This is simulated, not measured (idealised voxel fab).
Name of the process module below: voxel transistor to metal
The cross-section on display is named cut; it measures 250 nm wide, and its cells are 5 nm squares.
In this document a cross-section is written as a grid of square cells. It is given as a series of bands, listed from the top down, and a band is one or more rows of cells.
Band entry format. Leading values: height of top, height of bottom, nm. Remainder: materials in left-to-right order, each with its width in nm. Special words: "edge to edge" on a single material, which then fills the band edge to edge; "empty", empty space.
Counting heights begins at 0, where everything beneath is, in the wafer as received, one material. The lowest band has no bottom; it goes on downwards, as "0 nm and below" shows.
The two numbers in a width such as "30->40" mark its ends across the band: the first belongs to the top row of cells, the second to the bottom row, and from each row to the next the width moves by the same amount.
No cell of the cross-section changed in a step that is given as "no modification".
Look at "Closed empty spaces" for the closed voids: empty spaces with no open path to the top, sized 8 cells or up. Each is width x height at distance, distance from the left edge, all nm.
Note: text after step settings on the step line = simulator remark on that step.
overlay nm: mask right of planned place by this much (step with mask). Neg. = left.
-- This section lists the process steps that were planned
1) RECEIVE with material Si
2) OXIDIZE with depth nm 5
3) CONFORMAL_DEP with material SiN, thk nm 15
4) PATTERN with tone cover, mask id ACTIVE, material resist, width nm 100, pitch nm 120, thk nm 15, overlay nm 0
5) DIRECTIONAL_ETCH with etch materials SiN, depth nm 15
6) DIRECTIONAL_ETCH with etch materials SiO2, depth nm 5
7) DIRECTIONAL_ETCH with etch materials Si, depth nm 35
8) STRIP with etch materials resist
9) OXIDIZE with depth nm 5
10) FILL_DEP with material SiO2, thk nm 5
11) CMP with height nm 15
12) SELECTIVE_ETCH with etch materials SiO2, depth nm 15
13) STRIP with etch materials SiN
14) SELECTIVE_ETCH with etch materials SiO2, depth nm 5
15) OXIDIZE with depth nm 5
16) DIRECTIONAL_DEP with material polySi, thk nm 30
17) DIRECTIONAL_DEP with material SiCN, thk nm 10
18) MASKED_ETCH with tone cover, mask id GATE, width nm 20, pitch nm 120, etch materials SiCN, depth nm 20, overlay nm 0
19) MASKED_ETCH with tone cover, mask id GATE, width nm 20, pitch nm 120, etch materials polySi, depth nm 40, overlay nm 0
20) CONFORMAL_DEP with material SiO2, thk nm 5
21) DIRECTIONAL_ETCH with etch materials SiO2, depth nm 5
22) CONFORMAL_DEP with material SiN, thk nm 5
23) DIRECTIONAL_ETCH with etch materials SiN, depth nm 5
24) DIRECTIONAL_ETCH with etch materials SiO2, depth nm 5
25) DIRECTIONAL_ETCH with etch materials Si, depth nm 15
26) EPI with material pSi, thk nm 15
27) FILL_DEP with material SiO2, thk nm 10
28) CMP with height nm 35
29) DIRECTIONAL_DEP with material SiO2, thk nm 15
30) MASKED_ETCH with tone open, mask id CONTACT, width nm 20, etch materials SiO2, depth nm 60, overlay nm 0
31) CONFORMAL_DEP with material TiN, thk nm 5
32) FILL_DEP with material Ru, thk nm 10
33) CMP with height nm 50
34) CONFORMAL_DEP with material SiN, thk nm 5
35) DIRECTIONAL_DEP with material lowk, thk nm 25
36) DIRECTIONAL_DEP with material aC, thk nm 10
37) PATTERN with tone open, mask id METAL_1, material resist, width nm 20, thk nm 25, overlay nm 0
38) DIRECTIONAL_ETCH with etch materials aC, depth nm 10
39) STRIP with etch materials resist
40) DIRECTIONAL_ETCH with etch materials lowk, depth nm 25
41) DIRECTIONAL_ETCH with etch materials SiN, depth nm 5
42) STRIP with etch materials aC
43) CONFORMAL_DEP with material TiN, thk nm 5
44) FILL_DEP with material Cu, thk nm 5
45) CMP with height nm 80
46) CONFORMAL_DEP with material SiCN, thk nm 5
47) DIRECTIONAL_DEP with material lowk, thk nm 25
48) PATTERN with tone open, mask id METAL_2, material resist, width nm 20, pitch nm 120, thk nm 20, overlay nm 0
49) DIRECTIONAL_ETCH with etch materials lowk, depth nm 15
50) STRIP with etch materials resist
51) PATTERN with tone open, mask id METAL_2_HOLES, material resist, width nm 15, pitch nm 120, thk nm 20, overlay nm 0
52) DIRECTIONAL_ETCH with etch materials lowk, depth nm 10
53) DIRECTIONAL_ETCH with etch materials SiCN, depth nm 5
54) STRIP with etch materials resist
55) CONFORMAL_DEP with material TiN, thk nm 5
56) FILL_DEP with material Cu, thk nm 10
57) CMP with height nm 110
58) CONFORMAL_DEP with material SiN, thk nm 5
-- The first of two wafers, run as planned
-- Cross-section of the wafer as it came to us, i.e., already through step 1
* 0 nm and below  Si edge to edge
* Closed empty spaces: none
-- The wafer, seen in cross-section, after step 2
* 0 nm to -5 nm  SiO2 edge to edge
* Lower than -5, everything is as it was.
-- The wafer, seen in cross-section, after step 3
* 15 nm to 0 nm  SiN edge to edge
* Lower than 0, everything is as it was.
-- The wafer, seen in cross-section, after step 4
* 30 nm to 15 nm  empty: 15  resist: 100  empty: 20  resist: 100  empty: 15
* Lower than 15, everything is as it was.
-- The wafer, seen in cross-section, after step 5
* 30 nm to 15 nm  empty: 15  resist: 100  empty: 20  resist: 100  empty: 15
* 15 nm to 0 nm  empty: 15  SiN: 100  empty: 20  SiN: 100  empty: 15
* Lower than 0, everything is as it was.
-- The wafer, seen in cross-section, after step 6
* 30 nm to 15 nm  empty: 15  resist: 100  empty: 20  resist: 100  empty: 15
* 15 nm to 0 nm  empty: 15  SiN: 100  empty: 20  SiN: 100  empty: 15
* 0 nm to -5 nm  empty: 15  SiO2: 100  empty: 20  SiO2: 100  empty: 15
* Lower than -5, everything is as it was.
-- The wafer, seen in cross-section, after step 7
* 30 nm to 15 nm  empty: 15  resist: 100  empty: 20  resist: 100  empty: 15
* 15 nm to 0 nm  empty: 15  SiN: 100  empty: 20  SiN: 100  empty: 15
* 0 nm to -5 nm  empty: 15  SiO2: 100  empty: 20  SiO2: 100  empty: 15
* -5 nm to -40 nm  empty: 15  Si: 100  empty: 20  Si: 100  empty: 15
* Lower than -40, everything is as it was.
-- The wafer, seen in cross-section, after step 8
* 15 nm to 0 nm  empty: 15  SiN: 100  empty: 20  SiN: 100  empty: 15
* Lower than 0, everything is as it was.
-- The wafer, seen in cross-section, after step 9
* 15 nm to 0 nm  empty: 15  SiN: 100  empty: 20  SiN: 100  empty: 15
* 0 nm to -5 nm  empty: 15  SiO2: 100  empty: 20  SiO2: 100  empty: 15
* -5 nm to -40 nm  empty: 15  SiO2: 5  Si: 90  SiO2: 5  empty: 20  SiO2: 5  Si: 90  SiO2: 5  empty: 15
* -40 nm to -45 nm  SiO2: 20  Si: 90  SiO2: 30  Si: 90  SiO2: 20
* Lower than -45, everything is as it was.
-- The wafer, seen in cross-section, after step 10
* 20 nm to 15 nm  SiO2 edge to edge
* 15 nm to 0 nm  SiO2: 15  SiN: 100  SiO2: 20  SiN: 100  SiO2: 15
* 0 nm to -5 nm  SiO2 edge to edge
* -5 nm to -45 nm  SiO2: 20  Si: 90  SiO2: 30  Si: 90  SiO2: 20
* Lower than -45, everything is as it was.
-- The wafer, seen in cross-section, after step 11
* 15 nm to 0 nm  SiO2: 15  SiN: 100  SiO2: 20  SiN: 100  SiO2: 15
* Lower than 0, everything is as it was.
-- The wafer, seen in cross-section, after step 12
* 15 nm to 0 nm  empty: 15  SiN: 100  empty: 20  SiN: 100  empty: 15
* Lower than 0, everything is as it was.
-- The wafer, seen in cross-section, after step 13
* 0 nm to -5 nm  SiO2 edge to edge
* Lower than -5, everything is as it was.
-- The wafer, seen in cross-section, after step 14
* -5 nm to -45 nm  SiO2: 20  Si: 90  SiO2: 30  Si: 90  SiO2: 20
* Lower than -45, everything is as it was.
-- The wafer, seen in cross-section, after step 15
* -5 nm to -10 nm  SiO2 edge to edge
* Lower than -10, everything is as it was.
-- The wafer, seen in cross-section, after step 16
* 25 nm to -5 nm  polySi edge to edge
* Lower than -5, everything is as it was.
-- The wafer, seen in cross-section, after step 17
* 35 nm to 25 nm  SiCN edge to edge
* Lower than 25, everything is as it was.
-- The wafer, seen in cross-section, after step 18
* 35 nm to 25 nm  empty: 55  SiCN: 20  empty: 100  SiCN: 20  empty: 55
* Lower than 25, everything is as it was.
-- The wafer, seen in cross-section, after step 19
* 35 nm to 25 nm  empty: 55  SiCN: 20  empty: 100  SiCN: 20  empty: 55
* 25 nm to -5 nm  empty: 55  polySi: 20  empty: 100  polySi: 20  empty: 55
* Lower than -5, everything is as it was.
-- The wafer, seen in cross-section, after step 20
* 40 nm to 35 nm  empty: 50  SiO2: 30  empty: 90  SiO2: 30  empty: 50
* 35 nm to 25 nm  empty: 50  SiO2: 5  SiCN: 20  SiO2: 5  empty: 90  SiO2: 5  SiCN: 20  SiO2: 5  empty: 50
* 25 nm to 0 nm  empty: 50  SiO2: 5  polySi: 20  SiO2: 5  empty: 90  SiO2: 5  polySi: 20  SiO2: 5  empty: 50
* 0 nm to -5 nm  SiO2: 55  polySi: 20  SiO2: 100  polySi: 20  SiO2: 55
* Lower than -5, everything is as it was.
-- The wafer, seen in cross-section, after step 21
* 35 nm to 25 nm  empty: 50  SiO2: 5  SiCN: 20  SiO2: 5  empty: 90  SiO2: 5  SiCN: 20  SiO2: 5  empty: 50
* 25 nm to -5 nm  empty: 50  SiO2: 5  polySi: 20  SiO2: 5  empty: 90  SiO2: 5  polySi: 20  SiO2: 5  empty: 50
* Lower than -5, everything is as it was.
-- The wafer, seen in cross-section, after step 22
* 40 nm to 35 nm  empty: 45  SiN: 40  empty: 80  SiN: 40  empty: 45
* 35 nm to 25 nm  empty: 45  SiN: 5  SiO2: 5  SiCN: 20  SiO2: 5  SiN: 5  empty: 80  SiN: 5  SiO2: 5  SiCN: 20  SiO2: 5  SiN: 5  empty: 45
* 25 nm to 0 nm  empty: 45  SiN: 5  SiO2: 5  polySi: 20  SiO2: 5  SiN: 5  empty: 80  SiN: 5  SiO2: 5  polySi: 20  SiO2: 5  SiN: 5  empty: 45
* 0 nm to -5 nm  SiN: 50  SiO2: 5  polySi: 20  SiO2: 5  SiN: 90  SiO2: 5  polySi: 20  SiO2: 5  SiN: 50
* Lower than -5, everything is as it was.
-- The wafer, seen in cross-section, after step 23
* 35 nm to 25 nm  empty: 45  SiN: 5  SiO2: 5  SiCN: 20  SiO2: 5  SiN: 5  empty: 80  SiN: 5  SiO2: 5  SiCN: 20  SiO2: 5  SiN: 5  empty: 45
* 25 nm to -5 nm  empty: 45  SiN: 5  SiO2: 5  polySi: 20  SiO2: 5  SiN: 5  empty: 80  SiN: 5  SiO2: 5  polySi: 20  SiO2: 5  SiN: 5  empty: 45
* Lower than -5, everything is as it was.
-- The wafer, seen in cross-section, after step 24
* 35 nm to 30 nm  empty: 45  SiN: 5  empty: 5  SiCN: 20  empty: 5  SiN: 5  empty: 80  SiN: 5  empty: 5  SiCN: 20  empty: 5  SiN: 5  empty: 45
* 30 nm to 25 nm  empty: 45  SiN: 5  SiO2: 5  SiCN: 20  SiO2: 5  SiN: 5  empty: 80  SiN: 5  SiO2: 5  SiCN: 20  SiO2: 5  SiN: 5  empty: 45
* 25 nm to -5 nm  empty: 45  SiN: 5  SiO2: 5  polySi: 20  SiO2: 5  SiN: 5  empty: 80  SiN: 5  SiO2: 5  polySi: 20  SiO2: 5  SiN: 5  empty: 45
* -5 nm to -10 nm  empty: 45  SiO2: 40  empty: 80  SiO2: 40  empty: 45
* Lower than -10, everything is as it was.
-- The wafer, seen in cross-section, after step 25
* 35 nm to 30 nm  empty: 45  SiN: 5  empty: 5  SiCN: 20  empty: 5  SiN: 5  empty: 80  SiN: 5  empty: 5  SiCN: 20  empty: 5  SiN: 5  empty: 45
* 30 nm to 25 nm  empty: 45  SiN: 5  SiO2: 5  SiCN: 20  SiO2: 5  SiN: 5  empty: 80  SiN: 5  SiO2: 5  SiCN: 20  SiO2: 5  SiN: 5  empty: 45
* 25 nm to -5 nm  empty: 45  SiN: 5  SiO2: 5  polySi: 20  SiO2: 5  SiN: 5  empty: 80  SiN: 5  SiO2: 5  polySi: 20  SiO2: 5  SiN: 5  empty: 45
* -5 nm to -10 nm  empty: 45  SiO2: 40  empty: 80  SiO2: 40  empty: 45
* -10 nm to -25 nm  SiO2: 20  empty: 25  Si: 40  empty: 25  SiO2: 30  empty: 25  Si: 40  empty: 25  SiO2: 20
* Lower than -25, everything is as it was.
-- The wafer, seen in cross-section, after step 26
* 35 nm to 30 nm  empty: 45  SiN: 5  empty: 5  SiCN: 20  empty: 5  SiN: 5  empty: 80  SiN: 5  empty: 5  SiCN: 20  empty: 5  SiN: 5  empty: 45
* 30 nm to 25 nm  empty: 45  SiN: 5  SiO2: 5  SiCN: 20  SiO2: 5  SiN: 5  empty: 80  SiN: 5  SiO2: 5  SiCN: 20  SiO2: 5  SiN: 5  empty: 45
* 25 nm to 5 nm  empty: 45  SiN: 5  SiO2: 5  polySi: 20  SiO2: 5  SiN: 5  empty: 80  SiN: 5  SiO2: 5  polySi: 20  SiO2: 5  SiN: 5  empty: 45
* 5 nm to -5 nm  empty: 30  pSi: 15  SiN: 5  SiO2: 5  polySi: 20  SiO2: 5  SiN: 5  pSi: 15  empty: 50  pSi: 15  SiN: 5  SiO2: 5  polySi: 20  SiO2: 5  SiN: 5  pSi: 15  empty: 30
* -5 nm to -10 nm  empty: 30  pSi: 15  SiO2: 40  pSi: 15  empty: 50  pSi: 15  SiO2: 40  pSi: 15  empty: 30
* -10 nm to -25 nm  SiO2: 20  pSi: 25  Si: 40  pSi: 25  SiO2: 30  pSi: 25  Si: 40  pSi: 25  SiO2: 20
* Lower than -25, everything is as it was.
-- The wafer, seen in cross-section, after step 27
* 45 nm to 35 nm  SiO2 edge to edge
* 35 nm to 25 nm  SiO2: 45  SiN: 5  SiO2: 5  SiCN: 20  SiO2: 5  SiN: 5  SiO2: 80  SiN: 5  SiO2: 5  SiCN: 20  SiO2: 5  SiN: 5  SiO2: 45
* 25 nm to 5 nm  SiO2: 45  SiN: 5  SiO2: 5  polySi: 20  SiO2: 5  SiN: 5  SiO2: 80  SiN: 5  SiO2: 5  polySi: 20  SiO2: 5  SiN: 5  SiO2: 45
* 5 nm to -5 nm  SiO2: 30  pSi: 15  SiN: 5  SiO2: 5  polySi: 20  SiO2: 5  SiN: 5  pSi: 15  SiO2: 50  pSi: 15  SiN: 5  SiO2: 5  polySi: 20  SiO2: 5  SiN: 5  pSi: 15  SiO2: 30
* -5 nm to -10 nm  SiO2: 30  pSi: 15  SiO2: 40  pSi: 15  SiO2: 50  pSi: 15  SiO2: 40  pSi: 15  SiO2: 30
* Lower than -10, everything is as it was.
-- The wafer, seen in cross-section, after step 28
* 35 nm to 25 nm  SiO2: 45  SiN: 5  SiO2: 5  SiCN: 20  SiO2: 5  SiN: 5  SiO2: 80  SiN: 5  SiO2: 5  SiCN: 20  SiO2: 5  SiN: 5  SiO2: 45
* Lower than 25, everything is as it was.
-- The wafer, seen in cross-section, after step 29
* 50 nm to 35 nm  SiO2 edge to edge
* Lower than 35, everything is as it was.
-- The wafer, seen in cross-section, after step 30
* 50 nm to 35 nm  SiO2: 20  empty: 20  SiO2: 50  empty: 20  SiO2: 30  empty: 20  SiO2: 50  empty: 20  SiO2: 20
* 35 nm to 25 nm  SiO2: 20  empty: 20  SiO2: 5  SiN: 5  SiO2: 5  SiCN: 20  SiO2: 5  SiN: 5  SiO2: 5  empty: 20  SiO2: 30  empty: 20  SiO2: 5  SiN: 5  SiO2: 5  SiCN: 20  SiO2: 5  SiN: 5  SiO2: 5  empty: 20  SiO2: 20
* 25 nm to 5 nm  SiO2: 20  empty: 20  SiO2: 5  SiN: 5  SiO2: 5  polySi: 20  SiO2: 5  SiN: 5  SiO2: 5  empty: 20  SiO2: 30  empty: 20  SiO2: 5  SiN: 5  SiO2: 5  polySi: 20  SiO2: 5  SiN: 5  SiO2: 5  empty: 20  SiO2: 20
* 5 nm to -5 nm  SiO2: 20  empty: 10  pSi: 15  SiN: 5  SiO2: 5  polySi: 20  SiO2: 5  SiN: 5  pSi: 15  empty: 10  SiO2: 30  empty: 10  pSi: 15  SiN: 5  SiO2: 5  polySi: 20  SiO2: 5  SiN: 5  pSi: 15  empty: 10  SiO2: 20
* -5 nm to -10 nm  SiO2: 20  empty: 10  pSi: 15  SiO2: 40  pSi: 15  empty: 10  SiO2: 30  empty: 10  pSi: 15  SiO2: 40  pSi: 15  empty: 10  SiO2: 20
* Lower than -10, everything is as it was.
-- The wafer, seen in cross-section, after step 31
* 55 nm to 50 nm  TiN: 25  empty: 10  TiN: 60  empty: 10  TiN: 40  empty: 10  TiN: 60  empty: 10  TiN: 25
* 50 nm to 35 nm  SiO2: 20  TiN: 5  empty: 10  TiN: 5  SiO2: 50  TiN: 5  empty: 10  TiN: 5  SiO2: 30  TiN: 5  empty: 10  TiN: 5  SiO2: 50  TiN: 5  empty: 10  TiN: 5  SiO2: 20
* 35 nm to 25 nm  SiO2: 20  TiN: 5  empty: 10  TiN: 5  SiO2: 5  SiN: 5  SiO2: 5  SiCN: 20  SiO2: 5  SiN: 5  SiO2: 5  TiN: 5  empty: 10  TiN: 5  SiO2: 30  TiN: 5  empty: 10  TiN: 5  SiO2: 5  SiN: 5  SiO2: 5  SiCN: 20  SiO2: 5  SiN: 5  SiO2: 5  TiN: 5  empty: 10  TiN: 5  SiO2: 20
* 25 nm to 10 nm  SiO2: 20  TiN: 5  empty: 10  TiN: 5  SiO2: 5  SiN: 5  SiO2: 5  polySi: 20  SiO2: 5  SiN: 5  SiO2: 5  TiN: 5  empty: 10  TiN: 5  SiO2: 30  TiN: 5  empty: 10  TiN: 5  SiO2: 5  SiN: 5  SiO2: 5  polySi: 20  SiO2: 5  SiN: 5  SiO2: 5  TiN: 5  empty: 10  TiN: 5  SiO2: 20
* 10 nm to 5 nm  SiO2: 20  TiN: 20  SiO2: 5  SiN: 5  SiO2: 5  polySi: 20  SiO2: 5  SiN: 5  SiO2: 5  TiN: 20  SiO2: 30  TiN: 20  SiO2: 5  SiN: 5  SiO2: 5  polySi: 20  SiO2: 5  SiN: 5  SiO2: 5  TiN: 20  SiO2: 20
* 5 nm to -5 nm  SiO2: 20  TiN: 10  pSi: 15  SiN: 5  SiO2: 5  polySi: 20  SiO2: 5  SiN: 5  pSi: 15  TiN: 10  SiO2: 30  TiN: 10  pSi: 15  SiN: 5  SiO2: 5  polySi: 20  SiO2: 5  SiN: 5  pSi: 15  TiN: 10  SiO2: 20
* -5 nm to -10 nm  SiO2: 20  TiN: 10  pSi: 15  SiO2: 40  pSi: 15  TiN: 10  SiO2: 30  TiN: 10  pSi: 15  SiO2: 40  pSi: 15  TiN: 10  SiO2: 20
* Lower than -10, everything is as it was.
-- The wafer, seen in cross-section, after step 32
* 65 nm to 55 nm  Ru edge to edge
* 55 nm to 50 nm  TiN: 25  Ru: 10  TiN: 60  Ru: 10  TiN: 40  Ru: 10  TiN: 60  Ru: 10  TiN: 25
* 50 nm to 35 nm  SiO2: 20  TiN: 5  Ru: 10  TiN: 5  SiO2: 50  TiN: 5  Ru: 10  TiN: 5  SiO2: 30  TiN: 5  Ru: 10  TiN: 5  SiO2: 50  TiN: 5  Ru: 10  TiN: 5  SiO2: 20
* 35 nm to 25 nm  SiO2: 20  TiN: 5  Ru: 10  TiN: 5  SiO2: 5  SiN: 5  SiO2: 5  SiCN: 20  SiO2: 5  SiN: 5  SiO2: 5  TiN: 5  Ru: 10  TiN: 5  SiO2: 30  TiN: 5  Ru: 10  TiN: 5  SiO2: 5  SiN: 5  SiO2: 5  SiCN: 20  SiO2: 5  SiN: 5  SiO2: 5  TiN: 5  Ru: 10  TiN: 5  SiO2: 20
* 25 nm to 10 nm  SiO2: 20  TiN: 5  Ru: 10  TiN: 5  SiO2: 5  SiN: 5  SiO2: 5  polySi: 20  SiO2: 5  SiN: 5  SiO2: 5  TiN: 5  Ru: 10  TiN: 5  SiO2: 30  TiN: 5  Ru: 10  TiN: 5  SiO2: 5  SiN: 5  SiO2: 5  polySi: 20  SiO2: 5  SiN: 5  SiO2: 5  TiN: 5  Ru: 10  TiN: 5  SiO2: 20
* Lower than 10, everything is as it was.
-- The wafer, seen in cross-section, after step 33
* 50 nm to 35 nm  SiO2: 20  TiN: 5  Ru: 10  TiN: 5  SiO2: 50  TiN: 5  Ru: 10  TiN: 5  SiO2: 30  TiN: 5  Ru: 10  TiN: 5  SiO2: 50  TiN: 5  Ru: 10  TiN: 5  SiO2: 20
* Lower than 35, everything is as it was.
-- The wafer, seen in cross-section, after step 34
* 55 nm to 50 nm  SiN edge to edge
* Lower than 50, everything is as it was.
-- The wafer, seen in cross-section, after step 35
* 80 nm to 55 nm  lowk edge to edge
* Lower than 55, everything is as it was.
-- The wafer, seen in cross-section, after step 36
* 90 nm to 80 nm  aC edge to edge
* Lower than 80, everything is as it was.
-- The wafer, seen in cross-section, after step 37
* 115 nm to 90 nm  resist: 20  empty: 20  resist: 50  empty: 20  resist: 30  empty: 20  resist: 50  empty: 20  resist: 20
* Lower than 90, everything is as it was.
-- The wafer, seen in cross-section, after step 38
* 105 nm to 90 nm  resist: 20  empty: 20  resist: 50  empty: 20  resist: 30  empty: 20  resist: 50  empty: 20  resist: 20
* 90 nm to 80 nm  aC: 20  empty: 20  aC: 50  empty: 20  aC: 30  empty: 20  aC: 50  empty: 20  aC: 20
* Lower than 80, everything is as it was.
-- The wafer, seen in cross-section, after step 39
* 90 nm to 80 nm  aC: 20  empty: 20  aC: 50  empty: 20  aC: 30  empty: 20  aC: 50  empty: 20  aC: 20
* Lower than 80, everything is as it was.
-- The wafer, seen in cross-section, after step 40
* 90 nm to 80 nm  aC: 20  empty: 20  aC: 50  empty: 20  aC: 30  empty: 20  aC: 50  empty: 20  aC: 20
* 80 nm to 55 nm  lowk: 20  empty: 20  lowk: 50  empty: 20  lowk: 30  empty: 20  lowk: 50  empty: 20  lowk: 20
* Lower than 55, everything is as it was.
-- The wafer, seen in cross-section, after step 41
* 90 nm to 80 nm  aC: 20  empty: 20  aC: 50  empty: 20  aC: 30  empty: 20  aC: 50  empty: 20  aC: 20
* 80 nm to 55 nm  lowk: 20  empty: 20  lowk: 50  empty: 20  lowk: 30  empty: 20  lowk: 50  empty: 20  lowk: 20
* 55 nm to 50 nm  SiN: 20  empty: 20  SiN: 50  empty: 20  SiN: 30  empty: 20  SiN: 50  empty: 20  SiN: 20
* Lower than 50, everything is as it was.
-- The wafer, seen in cross-section, after step 42
* 80 nm to 55 nm  lowk: 20  empty: 20  lowk: 50  empty: 20  lowk: 30  empty: 20  lowk: 50  empty: 20  lowk: 20
* Lower than 55, everything is as it was.
-- The wafer, seen in cross-section, after step 43
* 85 nm to 80 nm  TiN: 25  empty: 10  TiN: 60  empty: 10  TiN: 40  empty: 10  TiN: 60  empty: 10  TiN: 25
* 80 nm to 55 nm  lowk: 20  TiN: 5  empty: 10  TiN: 5  lowk: 50  TiN: 5  empty: 10  TiN: 5  lowk: 30  TiN: 5  empty: 10  TiN: 5  lowk: 50  TiN: 5  empty: 10  TiN: 5  lowk: 20
* 55 nm to 50 nm  SiN: 20  TiN: 20  SiN: 50  TiN: 20  SiN: 30  TiN: 20  SiN: 50  TiN: 20  SiN: 20
* Lower than 50, everything is as it was.
-- The wafer, seen in cross-section, after step 44
* 90 nm to 85 nm  Cu edge to edge
* 85 nm to 80 nm  TiN: 25  Cu: 10  TiN: 60  Cu: 10  TiN: 40  Cu: 10  TiN: 60  Cu: 10  TiN: 25
* 80 nm to 55 nm  lowk: 20  TiN: 5  Cu: 10  TiN: 5  lowk: 50  TiN: 5  Cu: 10  TiN: 5  lowk: 30  TiN: 5  Cu: 10  TiN: 5  lowk: 50  TiN: 5  Cu: 10  TiN: 5  lowk: 20
* Lower than 55, everything is as it was.
-- The wafer, seen in cross-section, after step 45
* 80 nm to 55 nm  lowk: 20  TiN: 5  Cu: 10  TiN: 5  lowk: 50  TiN: 5  Cu: 10  TiN: 5  lowk: 30  TiN: 5  Cu: 10  TiN: 5  lowk: 50  TiN: 5  Cu: 10  TiN: 5  lowk: 20
* Lower than 55, everything is as it was.
-- The wafer, seen in cross-section, after step 46
* 85 nm to 80 nm  SiCN edge to edge
* Lower than 80, everything is as it was.
-- The wafer, seen in cross-section, after step 47
* 110 nm to 85 nm  lowk edge to edge
* Lower than 85, everything is as it was.
-- The wafer, seen in cross-section, after step 48
* 130 nm to 110 nm  resist: 20  empty: 20  resist: 100  empty: 20  resist: 90
* Lower than 110, everything is as it was.
-- The wafer, seen in cross-section, after step 49
* 130 nm to 110 nm  resist: 20  empty: 20  resist: 100  empty: 20  resist: 90
* 110 nm to 95 nm  lowk: 20  empty: 20  lowk: 100  empty: 20  lowk: 90
* Lower than 95, everything is as it was.
-- The wafer, seen in cross-section, after step 50
* 110 nm to 95 nm  lowk: 20  empty: 20  lowk: 100  empty: 20  lowk: 90
* Lower than 95, everything is as it was.
-- The wafer, seen in cross-section, after step 51
* 130 nm to 110 nm  resist: 20  empty: 15  resist: 105  empty: 15  resist: 95
* 110 nm to 95 nm  lowk: 20  empty: 15  resist: 5  lowk: 100  empty: 15  resist: 5  lowk: 90
* Lower than 95, everything is as it was.
-- The wafer, seen in cross-section, after step 52
* 130 nm to 110 nm  resist: 20  empty: 15  resist: 105  empty: 15  resist: 95
* 110 nm to 95 nm  lowk: 20  empty: 15  resist: 5  lowk: 100  empty: 15  resist: 5  lowk: 90
* 95 nm to 85 nm  lowk: 20  empty: 15  lowk: 105  empty: 15  lowk: 95
* Lower than 85, everything is as it was.
-- The wafer, seen in cross-section, after step 53
* 130 nm to 110 nm  resist: 20  empty: 15  resist: 105  empty: 15  resist: 95
* 110 nm to 95 nm  lowk: 20  empty: 15  resist: 5  lowk: 100  empty: 15  resist: 5  lowk: 90
* 95 nm to 85 nm  lowk: 20  empty: 15  lowk: 105  empty: 15  lowk: 95
* 85 nm to 80 nm  SiCN: 20  empty: 15  SiCN: 105  empty: 15  SiCN: 95
* Lower than 80, everything is as it was.
-- The wafer, seen in cross-section, after step 54
* 110 nm to 95 nm  lowk: 20  empty: 20  lowk: 100  empty: 20  lowk: 90
* Lower than 95, everything is as it was.
-- The wafer, seen in cross-section, after step 55
* 115 nm to 110 nm  TiN: 25  empty: 10  TiN: 110  empty: 10  TiN: 95
* 110 nm to 100 nm  lowk: 20  TiN: 5  empty: 10  TiN: 5  lowk: 100  TiN: 5  empty: 10  TiN: 5  lowk: 90
* 100 nm to 95 nm  lowk: 20  TiN: 5  empty: 5  TiN: 10  lowk: 100  TiN: 5  empty: 5  TiN: 10  lowk: 90
* 95 nm to 85 nm  lowk: 20  TiN: 5  empty: 5  TiN: 5  lowk: 105  TiN: 5  empty: 5  TiN: 5  lowk: 95
* 85 nm to 80 nm  SiCN: 20  TiN: 15  SiCN: 105  TiN: 15  SiCN: 95
* Lower than 80, everything is as it was.
-- The wafer, seen in cross-section, after step 56
* 125 nm to 115 nm  Cu edge to edge
* 115 nm to 110 nm  TiN: 25  Cu: 10  TiN: 110  Cu: 10  TiN: 95
* 110 nm to 100 nm  lowk: 20  TiN: 5  Cu: 10  TiN: 5  lowk: 100  TiN: 5  Cu: 10  TiN: 5  lowk: 90
* 100 nm to 95 nm  lowk: 20  TiN: 5  Cu: 5  TiN: 10  lowk: 100  TiN: 5  Cu: 5  TiN: 10  lowk: 90
* 95 nm to 85 nm  lowk: 20  TiN: 5  Cu: 5  TiN: 5  lowk: 105  TiN: 5  Cu: 5  TiN: 5  lowk: 95
* Lower than 85, everything is as it was.
-- The wafer, seen in cross-section, after step 57
* 110 nm to 100 nm  lowk: 20  TiN: 5  Cu: 10  TiN: 5  lowk: 100  TiN: 5  Cu: 10  TiN: 5  lowk: 90
* Lower than 100, everything is as it was.
-- The wafer, seen in cross-section, after step 58
* 115 nm to 110 nm  SiN edge to edge
* Lower than 110, everything is as it was.
-- Second of two: same start, same plan, one run error; steps up to and including 56 match the first
-- Second wafer at the planned finish of step 57, seen in cross-section
* 105 nm to 95 nm  lowk: 20  TiN: 5  Cu: 10->5  TiN: 5->10  lowk: 100  TiN: 5  Cu: 10->5  TiN: 5->10  lowk: 90
* Lower than 95, everything is as it was.
-- Second wafer at the planned finish of step 58, seen in cross-section
* 110 nm to 105 nm  SiN edge to edge
* Lower than 105, everything is as it was.
Heads up, the wafer didn't run the way we planned it: step 57 was not run as planned; what actually ran was CMP with height nm 105
Final tally in cells, some materials are higher or lower on the second wafer than on the first: 4 fewer of Cu; 4 fewer of TiN; 42 fewer of lowk
